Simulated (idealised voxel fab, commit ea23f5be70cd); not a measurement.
Process module heading - voxel ribs on slabs
cross-section cut | 265 nm wide | cells 5 nm
A cross-section in this document is a grid of square cells, and it is written down as bands, the top band listed before the ones below it; a band is made up of one or more rows of cells.
Within each band entry, the heights of the top and of the bottom of the band appear first, in that order and in nm; the materials of the band then follow from left to right, each with its corresponding width in nm. The designation "everywhere" on a single material indicates that it fills the band from edge to edge; the designation "empty" indicates empty space.
Convention: height 0 is the level below which the wafer, as received, is all one material. The lowest band does not terminate at the bottom but continues downward, represented as "top 0, no bottom".
The two numbers in a width such as "30->40" mark its ends across the band: the first belongs to the top row of cells, the second to the bottom row, and from each row to the next the width moves by the same amount.
"remained the same" -> step changed no cross-section cell.
Entry "Sealed voids". Content: empty spaces with no open connection to the top, size 8 cells or greater. Each: width x height at distance. Distance: from left edge. Unit: nm.
Formally, on a step line, whatever follows the settings is a remark that the simulator itself makes on the step.
Among the settings permitted on a step's line is "overlay nm"; applied to a step with a mask, it specifies the extent to which the mask lay to the right of its planned position, whereas a negative figure signifies a position to the left.
# Process steps (planned)
1,op RECEIVE | material Si
2,op DIRECTIONAL_DEP | material SiO2 | thk nm 30
3,op DIRECTIONAL_DEP | material SiN | thk nm 15
4,op PATTERN | tone cover | mask id RIB | material resist | width nm 20 | thk nm 20 | overlay nm 0
5,op DIRECTIONAL_ETCH | etch materials SiN | depth nm 10
6,op STRIP | etch materials resist
7,op PATTERN | tone cover | mask id SLAB | material resist | width nm 80 | thk nm 20 | overlay nm 0
8,op DIRECTIONAL_ETCH | etch materials SiN | depth nm 5
9,op STRIP | etch materials resist
10,op FILL_DEP | material SiO2 | thk nm 20
11,op CMP | height nm 55
12,op DIRECTIONAL_DEP | material W | thk nm 5
13,op DIRECTIONAL_DEP | material aC | thk nm 15
14,op PATTERN | tone cover | mask id HEATER | material resist | width nm 30 | thk nm 30 | overlay nm 0
15,op DIRECTIONAL_ETCH | etch materials aC | depth nm 15
16,op STRIP | etch materials resist
17,op DIRECTIONAL_ETCH | etch materials W | depth nm 5
18,op STRIP | etch materials aC
19,op CONFORMAL_DEP | material SiO2 | thk nm 10
# as received, after step 1
> top 0, no bottom = Si everywhere
> Sealed voids: none
# Final cross-section, module run with one mistake (start and plan as above)
> top 60, bottom 55 = 115 of empty | 30 of W | 120 of empty
> top 55, bottom 45 = SiO2 everywhere
> top 45, bottom 35 = 120 of SiO2 | 20 of SiN | 125 of SiO2
> top 35, bottom 30 = 90 of SiO2 | 80 of SiN | 95 of SiO2
> top 30, bottom 0 = SiO2 everywhere
> top 0, no bottom = Si everywhere
> Sealed voids: none
So what did we get wrong on this run? step 19 of the plan was omitted and not executed
